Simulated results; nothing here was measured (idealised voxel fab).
This is a process module. Its name is voxel double patterning.
Xsec cut, 265 nm wide, square cell size 5 nm.
Think of the cross-section as a grid of square cells. We describe it in bands, top to bottom, and each band covers one or more rows of those cells. Per band: top height and bottom height in nm, followed by the left-to-right materials and their widths in nm; "throughout" marks a single material spanning edge to edge, "air" marks empty space. Basically, 0 is our baseline, since under it the wafer straight out of the box is all one material. The bottom band has no lower end and keeps on going down, so it looks like "top 0, no bottom". The expression "30..40" gives the width at the extremes of the band, the first number at its top row of cells and the second at its bottom row, with the width changing by equal amounts from each row to the next in between. When a step is marked "remained the same", none of the cells in the cross-section changed during that step. The list in "Entrapped voids" covers empty spaces of 8 cells or more that cannot reach the top through any open way, and it gives each as width x height at distance; the distance is from the left edge, and width, height and distance are in nm. Text after the settings on a step's line: the simulator's own remark on that step. overlay nm: mask offset rightward from planned place, masked step; negative means leftward offset. Note: before/after cross-section pairs follow, one process step per pair, after-side truncated at the lowest changed band, step and settings given beneath. Different runs of this module on the same starting wafer may supply the pairs; a pair continues the one above only where the "Prior state" entry says so.

PRIOR STATE
	top 0, no bottom | Si throughout
	Entrapped voids: none

RESULTING CROSS-SECTION
	top 5, bottom 0 | SiO2 throughout
	Heights below 0 show no change.
	Entrapped voids: none
What sits between those two cross-sections? CONFORMAL_DEP with material SiO2, thk nm 5

Prior state: the pre-step structure is the one depicted after the step in the pair just above.

RESULTING CROSS-SECTION
	top 25, bottom 5 | W throughout
	Heights below 5 show no change.
	Entrapped voids: none
What sits between those two cross-sections? DIRECTIONAL_DEP with material W, thk nm 20

Prior state: the pre-step structure is the one depicted after the step in the pair just above.

RESULTING CROSS-SECTION
	top 35, bottom 25 | SiCN throughout
	Heights below 25 show no change.
	Entrapped voids: none
What sits between those two cross-sections? DIRECTIONAL_DEP with material SiCN, thk nm 10

Prior state: the pre-step structure is the one depicted after the step in the pair just above.

RESULTING CROSS-SECTION
	top 50, bottom 35 | resist=100 | air=15 | resist=35 | air=15 | resist=100
	Heights below 35 show no change.
	Entrapped voids: none
What sits between those two cross-sections? PATTERN with tone open, mask id FIRST, material resist, width nm 15, pitch nm 50, thk nm 15, overlay nm 0

Prior state: the pre-step structure is the one depicted after the step in the pair just above.

RESULTING CROSS-SECTION
	top 50, bottom 35 | resist=100 | air=15 | resist=35 | air=15 | resist=100
	top 35, bottom 25 | SiCN=100 | air=15 | SiCN=35 | air=15 | SiCN=100
	Heights below 25 show no change.
	Entrapped voids: none
What sits between those two cross-sections? DIRECTIONAL_ETCH with etch materials SiCN, depth nm 10

Prior state: the pre-step structure is the one depicted after the step in the pair just above.

RESULTING CROSS-SECTION
	top 35, bottom 25 | SiCN=100 | air=15 | SiCN=35 | air=15 | SiCN=100
	Heights below 25 show no change.
	Entrapped voids: none
What sits between those two cross-sections? STRIP with etch materials resist

Prior state: the pre-step structure is the one depicted after the step in the pair just above.

RESULTING CROSS-SECTION
	top 50, bottom 35 | resist=125 | air=15 | resist=125
	top 35, bottom 25 | SiCN=100 | resist=15 | SiCN=35 | resist=15 | SiCN=100
	Heights below 25 show no change.
	Entrapped voids: none
What sits between those two cross-sections? PATTERN with tone open, mask id SECOND, material resist, width nm 15, thk nm 15, overlay nm 0

Prior state: the pre-step structure is the one depicted after the step in the pair just above.

RESULTING CROSS-SECTION
	top 50, bottom 35 | resist=125 | air=15 | resist=125
	top 35, bottom 25 | SiCN=100 | resist=15 | SiCN=10 | air=15 | SiCN=10 | resist=15 | SiCN=100
	Heights below 25 show no change.
	Entrapped voids: none
What sits between those two cross-sections? DIRECTIONAL_ETCH with etch materials SiCN, depth nm 10

Prior state: the pre-step structure is the one depicted after the step in the pair just above.

RESULTING CROSS-SECTION
	top 35, bottom 25 | SiCN=100 | air=15 | SiCN=10 | air=15 | SiCN=10 | air=15 | SiCN=100
	Heights below 25 show no change.
	Entrapped voids: none
What sits between those two cross-sections? STRIP with etch materials resist

Prior state: the pre-step structure is the one depicted after the step in the pair just above.

RESULTING CROSS-SECTION
	top 35, bottom 25 | SiCN=100 | air=15 | SiCN=10 | air=15 | SiCN=10 | air=15 | SiCN=100
	top 25, bottom 5 | W=100 | air=15 | W=10 | air=15 | W=10 | air=15 | W=100
	Heights below 5 show no change.
	Entrapped voids: none
What sits between those two cross-sections? DIRECTIONAL_ETCH with etch materials W, depth nm 20

Prior state: the pre-step structure is the one depicted after the step in the pair just above.

RESULTING CROSS-SECTION
	top 25, bottom 5 | W=100 | air=15 | W=10 | air=15 | W=10 | air=15 | W=100
	Heights below 5 show no change.
	Entrapped voids: none
What sits between those two cross-sections? STRIP with etch materials SiCN

PRIOR STATE
	top 0, no bottom | Si throughout
	Entrapped voids: none

RESULTING CROSS-SECTION
	top 20, bottom 0 | W throughout
	Heights below 0 show no change.
	Entrapped voids: none
What sits between those two cross-sections? DIRECTIONAL_DEP with material W, thk nm 20

Prior state: the pre-step structure is the one depicted after the step in the pair just above.

RESULTING CROSS-SECTION
	top 30, bottom 20 | SiCN throughout
	Heights below 20 show no change.
	Entrapped voids: none
What sits between those two cross-sections? DIRECTIONAL_DEP with material SiCN, thk nm 10

Prior state: the pre-step structure is the one depicted after the step in the pair just above.

RESULTING CROSS-SECTION
	top 45, bottom 30 | resist=100 | air=15 | resist=35 | air=15 | resist=100
	Heights below 30 show no change.
	Entrapped voids: none
What sits between those two cross-sections? PATTERN with tone open, mask id FIRST, material resist, width nm 15, pitch nm 50, thk nm 15, overlay nm 0

Prior state: the pre-step structure is the one depicted after the step in the pair just above.

RESULTING CROSS-SECTION
	top 45, bottom 30 | resist=100 | air=15 | resist=35 | air=15 | resist=100
	top 30, bottom 20 | SiCN=100 | air=15 | SiCN=35 | air=15 | SiCN=100
	Heights below 20 show no change.
	Entrapped voids: none
What sits between those two cross-sections? DIRECTIONAL_ETCH with etch materials SiCN, depth nm 10

Prior state: the pre-step structure is the one depicted after the step in the pair just above.

RESULTING CROSS-SECTION
	top 30, bottom 20 | SiCN=100 | air=15 | SiCN=35 | air=15 | SiCN=100
	Heights below 20 show no change.
	Entrapped voids: none
What sits between those two cross-sections? STRIP with etch materials resist

Prior state: the pre-step structure is the one depicted after the step in the pair just above.

RESULTING CROSS-SECTION
	top 45, bottom 30 | resist=125 | air=15 | resist=125
	top 30, bottom 20 | SiCN=100 | resist=15 | SiCN=35 | resist=15 | SiCN=100
	Heights below 20 show no change.
	Entrapped voids: none
What sits between those two cross-sections? PATTERN with tone open, mask id SECOND, material resist, width nm 15, thk nm 15, overlay nm 0

Prior state: the pre-step structure is the one depicted after the step in the pair just above.

RESULTING CROSS-SECTION
	top 45, bottom 30 | resist=125 | air=15 | resist=125
	top 30, bottom 20 | SiCN=100 | resist=15 | SiCN=10 | air=15 | SiCN=10 | resist=15 | SiCN=100
	Heights below 20 show no change.
	Entrapped voids: none
What sits between those two cross-sections? DIRECTIONAL_ETCH with etch materials SiCN, depth nm 10

Prior state: the pre-step structure is the one depicted after the step in the pair just above.

RESULTING CROSS-SECTION
	top 30, bottom 20 | SiCN=100 | air=15 | SiCN=10 | air=15 | SiCN=10 | air=15 | SiCN=100
	Heights below 20 show no change.
	Entrapped voids: none
What sits between those two cross-sections? STRIP with etch materials resist

Prior state: the pre-step structure is the one depicted after the step in the pair just above.

RESULTING CROSS-SECTION
	top 30, bottom 20 | SiCN=100 | air=15 | SiCN=10 | air=15 | SiCN=10 | air=15 | SiCN=100
	top 20, bottom 0 | W=100 | air=15 | W=10 | air=15 | W=10 | air=15 | W=100
	Heights below 0 show no change.
	Entrapped voids: none
What sits between those two cross-sections? DIRECTIONAL_ETCH with etch materials W, depth nm 20

Prior state: the pre-step structure is the one depicted after the step in the pair just above.

RESULTING CROSS-SECTION
	top 20, bottom 0 | W=100 | air=15 | W=10 | air=15 | W=10 | air=15 | W=100
	Heights below 0 show no change.
	Entrapped voids: none
What sits between those two cross-sections? STRIP with etch materials SiCN

PRIOR STATE
	top 25, bottom 5 | W throughout
	top 5, bottom 0 | SiO2 throughout
	top 0, no bottom | Si throughout
	Entrapped voids: none

RESULTING CROSS-SECTION
	top 45, bottom 5 | W throughout
	Heights below 5 show no change.
	Entrapped voids: none
What sits between those two cross-sections? DIRECTIONAL_DEP with material W, thk nm 20

Prior state: the pre-step structure is the one depicted after the step in the pair just above.

RESULTING CROSS-SECTION
	top 55, bottom 45 | SiCN throughout
	Heights below 45 show no change.
	Entrapped voids: none
What sits between those two cross-sections? DIRECTIONAL_DEP with material SiCN, thk nm 10

Prior state: the pre-step structure is the one depicted after the step in the pair just above.

RESULTING CROSS-SECTION
	top 70, bottom 55 | resist=100 | air=15 | resist=35 | air=15 | resist=100
	Heights below 55 show no change.
	Entrapped voids: none
What sits between those two cross-sections? PATTERN with tone open, mask id FIRST, material resist, width nm 15, pitch nm 50, thk nm 15, overlay nm 0

Prior state: the pre-step structure is the one depicted after the step in the pair just above.

RESULTING CROSS-SECTION
	top 70, bottom 55 | resist=100 | air=15 | resist=35 | air=15 | resist=100
	top 55, bottom 45 | SiCN=100 | air=15 | SiCN=35 | air=15 | SiCN=100
	Heights below 45 show no change.
	Entrapped voids: none
What sits between those two cross-sections? DIRECTIONAL_ETCH with etch materials SiCN, depth nm 10

Prior state: the pre-step structure is the one depicted after the step in the pair just above.

RESULTING CROSS-SECTION
	top 55, bottom 45 | SiCN=100 | air=15 | SiCN=35 | air=15 | SiCN=100
	Heights below 45 show no change.
	Entrapped voids: none
What sits between those two cross-sections? STRIP with etch materials resist

Prior state: the pre-step structure is the one depicted after the step in the pair just above.

RESULTING CROSS-SECTION
	top 70, bottom 55 | resist=125 | air=15 | resist=125
	top 55, bottom 45 | SiCN=100 | resist=15 | SiCN=35 | resist=15 | SiCN=100
	Heights below 45 show no change.
	Entrapped voids: none
What sits between those two cross-sections? PATTERN with tone open, mask id SECOND, material resist, width nm 15, thk nm 15, overlay nm 0

Prior state: the pre-step structure is the one depicted after the step in the pair just above.

RESULTING CROSS-SECTION
	top 70, bottom 55 | resist=125 | air=15 | resist=125
	top 55, bottom 45 | SiCN=100 | resist=15 | SiCN=10 | air=15 | SiCN=10 | resist=15 | SiCN=100
	Heights below 45 show no change.
	Entrapped voids: none
What sits between those two cross-sections? DIRECTIONAL_ETCH with etch materials SiCN, depth nm 10

Prior state: the pre-step structure is the one depicted after the step in the pair just above.

RESULTING CROSS-SECTION
	top 55, bottom 45 | SiCN=100 | air=15 | SiCN=10 | air=15 | SiCN=10 | air=15 | SiCN=100
	Heights below 45 show no change.
	Entrapped voids: none
What sits between those two cross-sections? STRIP with etch materials resist

Prior state: the pre-step structure is the one depicted after the step in the pair just above.

RESULTING CROSS-SECTION
	top 55, bottom 45 | SiCN=100 | air=15 | SiCN=10 | air=15 | SiCN=10 | air=15 | SiCN=100
	top 45, bottom 25 | W=100 | air=15 | W=10 | air=15 | W=10 | air=15 | W=100
	Heights below 25 show no change.
	Entrapped voids: none
What sits between those two cross-sections? DIRECTIONAL_ETCH with etch materials W, depth nm 20

Prior state: the pre-step structure is the one depicted after the step in the pair just above.

RESULTING CROSS-SECTION
	top 45, bottom 25 | W=100 | air=15 | W=10 | air=15 | W=10 | air=15 | W=100
	Heights below 25 show no change.
	Entrapped voids: none
What sits between those two cross-sections? STRIP with etch materials SiCN

PRIOR STATE
	top 20, bottom 0 | W throughout
	top 0, no bottom | Si throughout
	Entrapped voids: none

RESULTING CROSS-SECTION
	top 25, bottom 20 | SiO2 throughout
	Heights below 20 show no change.
	Entrapped voids: none
What sits between those two cross-sections? CONFORMAL_DEP with material SiO2, thk nm 5

Prior state: the pre-step structure is the one depicted after the step in the pair just above.

RESULTING CROSS-SECTION
	top 35, bottom 25 | SiCN throughout
	Heights below 25 show no change.
	Entrapped voids: none
What sits between those two cross-sections? DIRECTIONAL_DEP with material SiCN, thk nm 10

Prior state: the pre-step structure is the one depicted after the step in the pair just above.

RESULTING CROSS-SECTION
	top 50, bottom 35 | resist=100 | air=15 | resist=35 | air=15 | resist=100
	Heights below 35 show no change.
	Entrapped voids: none
What sits between those two cross-sections? PATTERN with tone open, mask id FIRST, material resist, width nm 15, pitch nm 50, thk nm 15, overlay nm 0

Prior state: the pre-step structure is the one depicted after the step in the pair just above.

RESULTING CROSS-SECTION
	top 50, bottom 35 | resist=100 | air=15 | resist=35 | air=15 | resist=100
	top 35, bottom 25 | SiCN=100 | air=15 | SiCN=35 | air=15 | SiCN=100
	Heights below 25 show no change.
	Entrapped voids: none
What sits between those two cross-sections? DIRECTIONAL_ETCH with etch materials SiCN, depth nm 10

Prior state: the pre-step structure is the one depicted after the step in the pair just above.

RESULTING CROSS-SECTION
	top 35, bottom 25 | SiCN=100 | air=15 | SiCN=35 | air=15 | SiCN=100
	Heights below 25 show no change.
	Entrapped voids: none
What sits between those two cross-sections? STRIP with etch materials resist

Prior state: the pre-step structure is the one depicted after the step in the pair just above.

RESULTING CROSS-SECTION
	top 50, bottom 35 | resist=125 | air=15 | resist=125
	top 35, bottom 25 | SiCN=100 | resist=15 | SiCN=35 | resist=15 | SiCN=100
	Heights below 25 show no change.
	Entrapped voids: none
What sits between those two cross-sections? PATTERN with tone open, mask id SECOND, material resist, width nm 15, thk nm 15, overlay nm 0

Prior state: the pre-step structure is the one depicted after the step in the pair just above.

RESULTING CROSS-SECTION
	top 50, bottom 35 | resist=125 | air=15 | resist=125
	top 35, bottom 25 | SiCN=100 | resist=15 | SiCN=10 | air=15 | SiCN=10 | resist=15 | SiCN=100
	Heights below 25 show no change.
	Entrapped voids: none
What sits between those two cross-sections? DIRECTIONAL_ETCH with etch materials SiCN, depth nm 10

Prior state: the pre-step structure is the one depicted after the step in the pair just above.

RESULTING CROSS-SECTION
	top 35, bottom 25 | SiCN=100 | air=15 | SiCN=10 | air=15 | SiCN=10 | air=15 | SiCN=100
	Heights below 25 show no change.
	Entrapped voids: none
What sits between those two cross-sections? STRIP with etch materials resist

Prior state: the pre-step structure is the one depicted after the step in the pair just above.

RESULTING CROSS-SECTION
	top 25, bottom 20 | SiO2 throughout
	Heights below 20 show no change.
	Entrapped voids: none
What sits between those two cross-sections? STRIP with etch materials SiCN

PRIOR STATE
	top 35, bottom 25 | SiCN=100 | air=15 | SiCN=10 | air=15 | SiCN=10 | air=15 | SiCN=100
	top 25, bottom 5 | W throughout
	top 5, bottom 0 | SiO2 throughout
	top 0, no bottom | Si throughout
	Entrapped voids: none

RESULTING CROSS-SECTION
	top 35, bottom 25 | SiCN=100 | air=15 | SiCN=10 | air=15 | SiCN=10 | air=15 | SiCN=100
	top 25, bottom 15 | W=100 | air=15 | W=10 | air=15 | W=10 | air=15 | W=100
	Heights below 15 show no change.
	Entrapped voids: none
What sits between those two cross-sections? DIRECTIONAL_ETCH with etch materials W, depth nm 10

Prior state: the pre-step structure is the one depicted after the step in the pair just above.

RESULTING CROSS-SECTION
	top 25, bottom 15 | W=100 | air=15 | W=10 | air=15 | W=10 | air=15 | W=100
	Heights below 15 show no change.
	Entrapped voids: none
What sits between those two cross-sections? STRIP with etch materials SiCN

PRIOR STATE
	top 35, bottom 25 | SiCN=100 | air=15 | SiCN=35 | air=15 | SiCN=100
	top 25, bottom 5 | W throughout
	top 5, bottom 0 | SiO2 throughout
	top 0, no bottom | Si throughout
	Entrapped voids: none

RESULTING CROSS-SECTION
	top 50, bottom 35 | resist=125 | air=20 | resist=120
	top 35, bottom 25 | SiCN=100 | resist=15 | SiCN=35 | resist=15 | SiCN=100
	Heights below 25 show no change.
	Entrapped voids: none
What sits between those two cross-sections? PATTERN with tone open, mask id SECOND, material resist, width nm 20, thk nm 15, overlay nm 0

Prior state: the pre-step structure is the one depicted after the step in the pair just above.

RESULTING CROSS-SECTION
	top 50, bottom 35 | resist=125 | air=20 | resist=120
	top 35, bottom 25 | SiCN=100 | resist=15 | SiCN=10 | air=20 | SiCN=5 | resist=15 | SiCN=100
	Heights below 25 show no change.
	Entrapped voids: none
What sits between those two cross-sections? DIRECTIONAL_ETCH with etch materials SiCN, depth nm 10

Prior state: the pre-step structure is the one depicted after the step in the pair just above.

RESULTING CROSS-SECTION
	top 35, bottom 25 | SiCN=100 | air=15 | SiCN=10 | air=20 | SiCN=5 | air=15 | SiCN=100
	Heights below 25 show no change.
	Entrapped voids: none
What sits between those two cross-sections? STRIP with etch materials resist

Prior state: the pre-step structure is the one depicted after the step in the pair just above.

RESULTING CROSS-SECTION
	top 35, bottom 25 | SiCN=100 | air=15 | SiCN=10 | air=20 | SiCN=5 | air=15 | SiCN=100
	top 25, bottom 5 | W=100 | air=15 | W=10 | air=20 | W=5 | air=15 | W=100
	Heights below 5 show no change.
	Entrapped voids: none
What sits between those two cross-sections? DIRECTIONAL_ETCH with etch materials W, depth nm 20

Prior state: the pre-step structure is the one depicted after the step in the pair just above.

RESULTING CROSS-SECTION
	top 25, bottom 5 | W=100 | air=15 | W=10 | air=20 | W=5 | air=15 | W=100
	Heights below 5 show no change.
	Entrapped voids: none
What sits between those two cross-sections? STRIP with etch materials SiCN

PRIOR STATE
	top 35, bottom 25 | SiCN throughout
	top 25, bottom 5 | W throughout
	top 5, bottom 0 | SiO2 throughout
	top 0, no bottom | Si throughout
	Entrapped voids: none

RESULTING CROSS-SECTION
	top 50, bottom 35 | resist=95 | air=15 | resist=35 | air=15 | resist=105
	Heights below 35 show no change.
	Entrapped voids: none
What sits between those two cross-sections? PATTERN with tone open, mask id FIRST, material resist, width nm 15, pitch nm 50, thk nm 15, overlay nm -5

Prior state: the pre-step structure is the one depicted after the step in the pair just above.

RESULTING CROSS-SECTION
	top 50, bottom 35 | resist=95 | air=15 | resist=35 | air=15 | resist=105
	top 35, bottom 25 | SiCN=95 | air=15 | SiCN=35 | air=15 | SiCN=105
	Heights below 25 show no change.
	Entrapped voids: none
What sits between those two cross-sections? DIRECTIONAL_ETCH with etch materials SiCN, depth nm 10

Prior state: the pre-step structure is the one depicted after the step in the pair just above.

RESULTING CROSS-SECTION
	top 35, bottom 25 | SiCN=95 | air=15 | SiCN=35 | air=15 | SiCN=105
	Heights below 25 show no change.
	Entrapped voids: none
What sits between those two cross-sections? STRIP with etch materials resist

Prior state: the pre-step structure is the one depicted after the step in the pair just above.

RESULTING CROSS-SECTION
	top 50, bottom 35 | resist=125 | air=15 | resist=125
	top 35, bottom 25 | SiCN=95 | resist=15 | SiCN=35 | resist=15 | SiCN=105
	Heights below 25 show no change.
	Entrapped voids: none
What sits between those two cross-sections? PATTERN with tone open, mask id SECOND, material resist, width nm 15, thk nm 15, overlay nm 0

Prior state: the pre-step structure is the one depicted after the step in the pair just above.

RESULTING CROSS-SECTION
	top 50, bottom 35 | resist=125 | air=15 | resist=125
	top 35, bottom 25 | SiCN=95 | resist=15 | SiCN=15 | air=15 | SiCN=5 | resist=15 | SiCN=105
	Heights below 25 show no change.
	Entrapped voids: none
What sits between those two cross-sections? DIRECTIONAL_ETCH with etch materials SiCN, depth nm 10

Prior state: the pre-step structure is the one depicted after the step in the pair just above.

RESULTING CROSS-SECTION
	top 35, bottom 25 | SiCN=95 | air=15 | SiCN=15 | air=15 | SiCN=5 | air=15 | SiCN=105
	Heights below 25 show no change.
	Entrapped voids: none
What sits between those two cross-sections? STRIP with etch materials resist

Prior state: the pre-step structure is the one depicted after the step in the pair just above.

RESULTING CROSS-SECTION
	top 35, bottom 25 | SiCN=95 | air=15 | SiCN=15 | air=15 | SiCN=5 | air=15 | SiCN=105
	top 25, bottom 5 | W=95 | air=15 | W=15 | air=15 | W=5 | air=15 | W=105
	Heights below 5 show no change.
	Entrapped voids: none
What sits between those two cross-sections? DIRECTIONAL_ETCH with etch materials W, depth nm 20

Prior state: the pre-step structure is the one depicted after the step in the pair just above.

RESULTING CROSS-SECTION
	top 25, bottom 5 | W=95 | air=15 | W=15 | air=15 | W=5 | air=15 | W=105
	Heights below 5 show no change.
	Entrapped voids: none
What sits between those two cross-sections? STRIP with etch materials SiCN

PRIOR STATE
	top 5, bottom 0 | SiO2 throughout
	top 0, no bottom | Si throughout
	Entrapped voids: none

RESULTING CROSS-SECTION
	top 25, bottom 0 | SiO2 throughout
	Heights below 0 show no change.
	Entrapped voids: none
What sits between those two cross-sections? DIRECTIONAL_DEP with material SiO2, thk nm 20

Prior state: the pre-step structure is the one depicted after the step in the pair just above.

RESULTING CROSS-SECTION
	top 35, bottom 25 | SiCN throughout
	Heights below 25 show no change.
	Entrapped voids: none
What sits between those two cross-sections? DIRECTIONAL_DEP with material SiCN, thk nm 10

Prior state: the pre-step structure is the one depicted after the step in the pair just above.

RESULTING CROSS-SECTION
	top 50, bottom 35 | resist=100 | air=15 | resist=35 | air=15 | resist=100
	Heights below 35 show no change.
	Entrapped voids: none
What sits between those two cross-sections? PATTERN with tone open, mask id FIRST, material resist, width nm 15, pitch nm 50, thk nm 15, overlay nm 0

Prior state: the pre-step structure is the one depicted after the step in the pair just above.

RESULTING CROSS-SECTION
	top 50, bottom 35 | resist=100 | air=15 | resist=35 | air=15 | resist=100
	top 35, bottom 25 | SiCN=100 | air=15 | SiCN=35 | air=15 | SiCN=100
	Heights below 25 show no change.
	Entrapped voids: none
What sits between those two cross-sections? DIRECTIONAL_ETCH with etch materials SiCN, depth nm 10

Prior state: the pre-step structure is the one depicted after the step in the pair just above.

RESULTING CROSS-SECTION
	top 35, bottom 25 | SiCN=100 | air=15 | SiCN=35 | air=15 | SiCN=100
	Heights below 25 show no change.
	Entrapped voids: none
What sits between those two cross-sections? STRIP with etch materials resist

Prior state: the pre-step structure is the one depicted after the step in the pair just above.

RESULTING CROSS-SECTION
	top 50, bottom 35 | resist=125 | air=15 | resist=125
	top 35, bottom 25 | SiCN=100 | resist=15 | SiCN=35 | resist=15 | SiCN=100
	Heights below 25 show no change.
	Entrapped voids: none
What sits between those two cross-sections? PATTERN with tone open, mask id SECOND, material resist, width nm 15, thk nm 15, overlay nm 0

Prior state: the pre-step structure is the one depicted after the step in the pair just above.

RESULTING CROSS-SECTION
	top 50, bottom 35 | resist=125 | air=15 | resist=125
	top 35, bottom 25 | SiCN=100 | resist=15 | SiCN=10 | air=15 | SiCN=10 | resist=15 | SiCN=100
	Heights below 25 show no change.
	Entrapped voids: none
What sits between those two cross-sections? DIRECTIONAL_ETCH with etch materials SiCN, depth nm 10

Prior state: the pre-step structure is the one depicted after the step in the pair just above.

RESULTING CROSS-SECTION
	top 35, bottom 25 | SiCN=100 | air=15 | SiCN=10 | air=15 | SiCN=10 | air=15 | SiCN=100
	Heights below 25 show no change.
	Entrapped voids: none
What sits between those two cross-sections? STRIP with etch materials resist

Prior state: the pre-step structure is the one depicted after the step in the pair just above.

RESULTING CROSS-SECTION
	top 25, bottom 0 | SiO2 throughout
	Heights below 0 show no change.
	Entrapped voids: none
What sits between those two cross-sections? STRIP with etch materials SiCN

PRIOR STATE
	top 35, bottom 25 | SiCN throughout
	top 25, bottom 5 | W throughout
	top 5, bottom 0 | SiO2 throughout
	top 0, no bottom | Si throughout
	Entrapped voids: none

RESULTING CROSS-SECTION
	top 50, bottom 35 | air=100 | resist=15 | air=35 | resist=15 | air=100
	Heights below 35 show no change.
	Entrapped voids: none
What sits between those two cross-sections? PATTERN with tone cover, mask id FIRST, material resist, width nm 15, pitch nm 50, thk nm 15, overlay nm 0

Prior state: the pre-step structure is the one depicted after the step in the pair just above.

RESULTING CROSS-SECTION
	top 50, bottom 35 | air=100 | resist=15 | air=35 | resist=15 | air=100
	top 35, bottom 25 | air=100 | SiCN=15 | air=35 | SiCN=15 | air=100
	Heights below 25 show no change.
	Entrapped voids: none
What sits between those two cross-sections? DIRECTIONAL_ETCH with etch materials SiCN, depth nm 10

Prior state: the pre-step structure is the one depicted after the step in the pair just above.

RESULTING CROSS-SECTION
	top 35, bottom 25 | air=100 | SiCN=15 | air=35 | SiCN=15 | air=100
	Heights below 25 show no change.
	Entrapped voids: none
What sits between those two cross-sections? STRIP with etch materials resist

Prior state: the pre-step structure is the one depicted after the step in the pair just above.

RESULTING CROSS-SECTION
	top 50, bottom 35 | resist=125 | air=15 | resist=125
	top 35, bottom 25 | resist=100 | SiCN=15 | resist=10 | air=15 | resist=10 | SiCN=15 | resist=100
	Heights below 25 show no change.
	Entrapped voids: none
What sits between those two cross-sections? PATTERN with tone open, mask id SECOND, material resist, width nm 15, thk nm 15, overlay nm 0

Prior state: the pre-step structure is the one depicted after the step in the pair just above.

RESULTING CROSS-SECTION
	top 35, bottom 25 | air=100 | SiCN=15 | air=35 | SiCN=15 | air=100
	Heights below 25 show no change.
	Entrapped voids: none
What sits between those two cross-sections? STRIP with etch materials resist

Prior state: the pre-step structure is the one depicted after the step in the pair just above.

RESULTING CROSS-SECTION
	top 35, bottom 25 | air=100 | SiCN=15 | air=35 | SiCN=15 | air=100
	top 25, bottom 5 | air=100 | W=15 | air=35 | W=15 | air=100
	Heights below 5 show no change.
	Entrapped voids: none
What sits between those two cross-sections? DIRECTIONAL_ETCH with etch materials W, depth nm 20

Prior state: the pre-step structure is the one depicted after the step in the pair just above.

RESULTING CROSS-SECTION
	top 25, bottom 5 | air=100 | W=15 | air=35 | W=15 | air=100
	Heights below 5 show no change.
	Entrapped voids: none
What sits between those two cross-sections? STRIP with etch materials SiCN
